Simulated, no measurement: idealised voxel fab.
This section sets out a process module, namely voxel transistor to metal.
Xsec cut, 250 nm wide, square cell size 5 nm.
Throughout this document, each cross-section is represented as a grid of square cells and is presented as a sequence of bands enumerated from the top downward, where a band comprises one or more rows of cells. Quick guide to a band line: top height, bottom height (nm) up front; then every material left to right with its width in nm. Only one material and it's marked "everywhere"? Then it fills the band edge to edge. And "empty" just means empty space. Heights are measured from 0, the level below which the as-received wafer is all one material; the lowest band has no bottom and continues downward, written as in "0 nm and below". Read "30 to 40" as a graded width: first number on top, second number at the bottom, same change between each pair of neighbouring rows. "no change" -> step changed no cross-section cell. Voids not open to the top, 8 cells minimum: see "Closed void list". Written width x height at distance; distance is from the left edge; nm. Read whatever lies past the settings on a step's line as the simulator's own remark about the step. When a step includes a mask, the "overlay nm" setting on its line states how far to the right of its planned place that mask lay, and negative values state how far to the left.

[Set out below are the planned steps of the process]
| 1 | RECEIVE,material Si |
| 2 | CONFORMAL_DEP,material SiO2,thk nm 5 |
| 3 | CONFORMAL_DEP,material SiN,thk nm 10 |
| 4 | PATTERN,tone cover,mask id ACTIVE,material resist,width nm 95,pitch nm 125,thk nm 15,overlay nm 0 |
| 5 | DIRECTIONAL_ETCH,etch materials SiN,depth nm 10 |
| 6 | DIRECTIONAL_ETCH,etch materials SiO2,depth nm 5 |
| 7 | DIRECTIONAL_ETCH,etch materials Si,depth nm 25 |
| 8 | STRIP,etch materials resist |
| 9 | FILL_DEP,material SiO2,thk nm 5 |
| 10 | CMP,height nm 15 |
| 11 | SELECTIVE_ETCH,etch materials SiO2,depth nm 5 |
| 12 | STRIP,etch materials SiN |
| 13 | SELECTIVE_ETCH,etch materials SiO2,depth nm 5 |
| 14 | OXIDIZE,depth nm 5 |
| 15 | DIRECTIONAL_DEP,material polySi,thk nm 25 |
| 16 | DIRECTIONAL_DEP,material SiCN,thk nm 15 |
| 17 | PATTERN,tone cover,mask id GATE,material resist,width nm 25,pitch nm 125,thk nm 20,overlay nm 0 |
| 18 | DIRECTIONAL_ETCH,etch materials SiCN,depth nm 25 |
| 19 | DIRECTIONAL_ETCH,etch materials polySi,depth nm 35 |
| 20 | STRIP,etch materials resist |
| 21 | CONFORMAL_DEP,material SiO2,thk nm 5 |
| 22 | DIRECTIONAL_ETCH,etch materials SiO2,depth nm 5 |
| 23 | CONFORMAL_DEP,material SiN,thk nm 10 |
| 24 | DIRECTIONAL_ETCH,etch materials SiN,depth nm 10 |
| 25 | DIRECTIONAL_ETCH,etch materials SiO2,depth nm 5 |
| 26 | DIRECTIONAL_ETCH,etch materials Si,depth nm 5 |
| 27 | EPI,material pSi,thk nm 10 |
| 28 | FILL_DEP,material SiO2,thk nm 10 |
| 29 | CMP,height nm 40 |
| 30 | DIRECTIONAL_DEP,material SiO2,thk nm 15 |
| 31 | DIRECTIONAL_DEP,material aC,thk nm 10 |
| 32 | PATTERN,tone open,mask id CONTACT,material resist,width nm 25,thk nm 25,overlay nm 0 |
| 33 | DIRECTIONAL_ETCH,etch materials aC,depth nm 10 |
| 34 | STRIP,etch materials resist |
| 35 | DIRECTIONAL_ETCH,etch materials SiO2,depth nm 50 |
| 36 | STRIP,etch materials aC |
| 37 | CONFORMAL_DEP,material TiN,thk nm 5 |
| 38 | FILL_DEP,material Ru,thk nm 5 |
| 39 | CMP,height nm 55 |
| 40 | DIRECTIONAL_DEP,material TiN,thk nm 5 |
| 41 | DIRECTIONAL_DEP,material Ru,thk nm 25 |
| 42 | MASKED_ETCH,tone cover,mask id METAL_1,width nm 15,etch materials Ru,depth nm 25,overlay nm 0 |
| 43 | MASKED_ETCH,tone cover,mask id METAL_1,width nm 15,etch materials TiN,depth nm 5,overlay nm 0 |
| 44 | CONFORMAL_DEP,material SiN,thk nm 5 |
| 45 | FILL_DEP,material lowk,thk nm 10 |
| 46 | CMP,height nm 85 |
| 47 | CONFORMAL_DEP,material SiCN,thk nm 5 |
| 48 | DIRECTIONAL_DEP,material lowk,thk nm 30 |
| 49 | MASKED_ETCH,tone open,mask id METAL_2,width nm 15,pitch nm 125,etch materials lowk,depth nm 20,overlay nm 0 |
| 50 | DIRECTIONAL_DEP,material aC,thk nm 15 |
| 51 | PATTERN,tone open,mask id METAL_2_HOLES,material resist,width nm 15,pitch nm 125,thk nm 30,overlay nm 0 |
| 52 | DIRECTIONAL_ETCH,etch materials aC,depth nm 15 |
| 53 | STRIP,etch materials resist |
| 54 | DIRECTIONAL_ETCH,etch materials lowk,depth nm 10 |
| 55 | DIRECTIONAL_ETCH,etch materials SiCN,depth nm 5 |
| 56 | STRIP,etch materials aC |
| 57 | CONFORMAL_DEP,material TiN,thk nm 5 |
| 58 | FILL_DEP,material Ru,thk nm 5 |
| 59 | CMP,height nm 120 |
| 60 | CONFORMAL_DEP,material SiN,thk nm 5 |

[Wafer at receipt (post step 1), cross-section]
* 0 nm and below  Si everywhere
* Closed void list: none

[Cross-section, first of two wafers, end of module, run as planned]
* 125 nm to 120 nm  SiN everywhere
* 120 nm to 90 nm  20 of lowk, then 5 of TiN, then 5 of Ru, then 5 of TiN, then 110 of lowk, then 5 of TiN, then 5 of Ru, then 5 of TiN, then 90 of lowk
* 90 nm to 85 nm  20 of SiCN, then 15 of TiN, then 110 of SiCN, then 15 of TiN, then 90 of SiCN
* 85 nm to 60 nm  15 of lowk, then 5 of SiN, then 15 of Ru, then 5 of SiN, then 45 of lowk, then 5 of SiN, then 15 of Ru, then 5 of SiN, then 30 of lowk, then 5 of SiN, then 15 of Ru, then 5 of SiN, then 45 of lowk, then 5 of SiN, then 15 of Ru, then 5 of SiN, then 15 of lowk
* 60 nm to 55 nm  20 of SiN, then 15 of TiN, then 55 of SiN, then 15 of TiN, then 40 of SiN, then 15 of TiN, then 55 of SiN, then 15 of TiN, then 20 of SiN
* 55 nm to 45 nm  20 of SiO2, then 5 of TiN, then 15 of Ru, then 5 of TiN, then 35 of SiO2, then 5 of TiN, then 15 of Ru, then 5 of TiN, then 40 of SiO2, then 5 of TiN, then 15 of Ru, then 5 of TiN, then 35 of SiO2, then 5 of TiN, then 15 of Ru, then 5 of TiN, then 20 of SiO2
* 45 nm to 40 nm  20 of SiO2, then 5 of TiN, then 5 of Ru, then 15 of TiN, then 35 of SiO2, then 15 of TiN, then 5 of Ru, then 5 of TiN, then 40 of SiO2, then 5 of TiN, then 5 of Ru, then 15 of TiN, then 35 of SiO2, then 15 of TiN, then 5 of Ru, then 5 of TiN, then 20 of SiO2
* 40 nm to 25 nm  20 of SiO2, then 5 of TiN, then 5 of Ru, then 5 of TiN, then 10 of SiN, then 5 of SiO2, then 25 of SiCN, then 5 of SiO2, then 10 of SiN, then 5 of TiN, then 5 of Ru, then 5 of TiN, then 40 of SiO2, then 5 of TiN, then 5 of Ru, then 5 of TiN, then 10 of SiN, then 5 of SiO2, then 25 of SiCN, then 5 of SiO2, then 10 of SiN, then 5 of TiN, then 5 of Ru, then 5 of TiN, then 20 of SiO2
* 25 nm to 10 nm  20 of SiO2, then 5 of TiN, then 5 of Ru, then 5 of TiN, then 10 of SiN, then 5 of SiO2, then 25 of polySi, then 5 of SiO2, then 10 of SiN, then 5 of TiN, then 5 of Ru, then 5 of TiN, then 40 of SiO2, then 5 of TiN, then 5 of Ru, then 5 of TiN, then 10 of SiN, then 5 of SiO2, then 25 of polySi, then 5 of SiO2, then 10 of SiN, then 5 of TiN, then 5 of Ru, then 5 of TiN, then 20 of SiO2
* 10 nm to 5 nm  20 of SiO2, then 15 of TiN, then 10 of SiN, then 5 of SiO2, then 25 of polySi, then 5 of SiO2, then 10 of SiN, then 15 of TiN, then 40 of SiO2, then 15 of TiN, then 10 of SiN, then 5 of SiO2, then 25 of polySi, then 5 of SiO2, then 10 of SiN, then 15 of TiN, then 20 of SiO2
* 5 nm to 0 nm  15 of SiO2, then 10 of SiN, then 10 of pSi, then 10 of SiN, then 5 of SiO2, then 25 of polySi, then 5 of SiO2, then 10 of SiN, then 10 of pSi, then 10 of SiN, then 30 of SiO2, then 10 of SiN, then 10 of pSi, then 10 of SiN, then 5 of SiO2, then 25 of polySi, then 5 of SiO2, then 10 of SiN, then 10 of pSi, then 10 of SiN, then 15 of SiO2
* 0 nm to -5 nm  25 of SiO2, then 10 of pSi, then 55 of SiO2, then 10 of pSi, then 50 of SiO2, then 10 of pSi, then 55 of SiO2, then 10 of pSi, then 25 of SiO2
* -5 nm to -10 nm  15 of SiO2, then 10 of Si, then 10 of pSi, then 55 of Si, then 10 of pSi, then 10 of Si, then 30 of SiO2, then 10 of Si, then 10 of pSi, then 55 of Si, then 10 of pSi, then 10 of Si, then 15 of SiO2
* -10 nm to -25 nm  15 of SiO2, then 95 of Si, then 30 of SiO2, then 95 of Si, then 15 of SiO2
* -25 nm and below  Si everywhere
* Closed void list: none

[Cross-section at end of module for the second wafer of two, which matched the first in starting point and plan and differed by one mistake in its processing]
* 125 nm to 120 nm  SiN everywhere
* 120 nm to 110 nm  20 of lowk, then 5 to 10 of TiN, then 10 to 5 of Ru, then 5 of TiN, then 105 of lowk, then 5 to 10 of TiN, then 10 to 5 of Ru, then 5 of TiN, then 85 of lowk
* 110 nm to 105 nm  25 of lowk, then 5 of TiN, then 5 of Ru, then 5 of TiN, then 110 of lowk, then 5 of TiN, then 5 of Ru, then 5 of TiN, then 85 of lowk
* 105 nm to 100 nm  25 of lowk, then 15 of TiN, then 110 of lowk, then 15 of TiN, then 85 of lowk
* 100 nm to 90 nm  25 of lowk, then 10 of TiN, then 115 of lowk, then 10 of TiN, then 90 of lowk
* 90 nm to 85 nm  25 of SiCN, then 10 of TiN, then 115 of SiCN, then 10 of TiN, then 90 of SiCN
* 85 nm to 60 nm  15 of lowk, then 5 of SiN, then 15 of Ru, then 5 of SiN, then 45 of lowk, then 5 of SiN, then 15 of Ru, then 5 of SiN, then 30 of lowk, then 5 of SiN, then 15 of Ru, then 5 of SiN, then 45 of lowk, then 5 of SiN, then 15 of Ru, then 5 of SiN, then 15 of lowk
* 60 nm to 55 nm  20 of SiN, then 15 of TiN, then 55 of SiN, then 15 of TiN, then 40 of SiN, then 15 of TiN, then 55 of SiN, then 15 of TiN, then 20 of SiN
* 55 nm to 45 nm  20 of SiO2, then 5 of TiN, then 15 of Ru, then 5 of TiN, then 35 of SiO2, then 5 of TiN, then 15 of Ru, then 5 of TiN, then 40 of SiO2, then 5 of TiN, then 15 of Ru, then 5 of TiN, then 35 of SiO2, then 5 of TiN, then 15 of Ru, then 5 of TiN, then 20 of SiO2
* 45 nm to 40 nm  20 of SiO2, then 5 of TiN, then 5 of Ru, then 15 of TiN, then 35 of SiO2, then 15 of TiN, then 5 of Ru, then 5 of TiN, then 40 of SiO2, then 5 of TiN, then 5 of Ru, then 15 of TiN, then 35 of SiO2, then 15 of TiN, then 5 of Ru, then 5 of TiN, then 20 of SiO2
* 40 nm to 25 nm  20 of SiO2, then 5 of TiN, then 5 of Ru, then 5 of TiN, then 10 of SiN, then 5 of SiO2, then 25 of SiCN, then 5 of SiO2, then 10 of SiN, then 5 of TiN, then 5 of Ru, then 5 of TiN, then 40 of SiO2, then 5 of TiN, then 5 of Ru, then 5 of TiN, then 10 of SiN, then 5 of SiO2, then 25 of SiCN, then 5 of SiO2, then 10 of SiN, then 5 of TiN, then 5 of Ru, then 5 of TiN, then 20 of SiO2
* 25 nm to 10 nm  20 of SiO2, then 5 of TiN, then 5 of Ru, then 5 of TiN, then 10 of SiN, then 5 of SiO2, then 25 of polySi, then 5 of SiO2, then 10 of SiN, then 5 of TiN, then 5 of Ru, then 5 of TiN, then 40 of SiO2, then 5 of TiN, then 5 of Ru, then 5 of TiN, then 10 of SiN, then 5 of SiO2, then 25 of polySi, then 5 of SiO2, then 10 of SiN, then 5 of TiN, then 5 of Ru, then 5 of TiN, then 20 of SiO2
* 10 nm to 5 nm  20 of SiO2, then 15 of TiN, then 10 of SiN, then 5 of SiO2, then 25 of polySi, then 5 of SiO2, then 10 of SiN, then 15 of TiN, then 40 of SiO2, then 15 of TiN, then 10 of SiN, then 5 of SiO2, then 25 of polySi, then 5 of SiO2, then 10 of SiN, then 15 of TiN, then 20 of SiO2
* 5 nm to 0 nm  15 of SiO2, then 10 of SiN, then 10 of pSi, then 10 of SiN, then 5 of SiO2, then 25 of polySi, then 5 of SiO2, then 10 of SiN, then 10 of pSi, then 10 of SiN, then 30 of SiO2, then 10 of SiN, then 10 of pSi, then 10 of SiN, then 5 of SiO2, then 25 of polySi, then 5 of SiO2, then 10 of SiN, then 10 of pSi, then 10 of SiN, then 15 of SiO2
* 0 nm to -5 nm  25 of SiO2, then 10 of pSi, then 55 of SiO2, then 10 of pSi, then 50 of SiO2, then 10 of pSi, then 55 of SiO2, then 10 of pSi, then 25 of SiO2
* -5 nm to -10 nm  15 of SiO2, then 10 of Si, then 10 of pSi, then 55 of Si, then 10 of pSi, then 10 of Si, then 30 of SiO2, then 10 of Si, then 10 of pSi, then 55 of Si, then 10 of pSi, then 10 of Si, then 15 of SiO2
* -10 nm to -25 nm  15 of SiO2, then 95 of Si, then 30 of SiO2, then 95 of Si, then 15 of SiO2
* -25 nm and below  Si everywhere
* Closed void list: none
Against the plan, the run slipped here: step 49 was not run as planned; what actually ran was MASKED_ETCH,tone open,mask id METAL_2,width nm 15,pitch nm 125,etch materials lowk,depth nm 20,overlay nm 5
Final wafer comparison in cells, second versus first, more or fewer per material: -4 Ru; +2 SiCN; +2 TiN
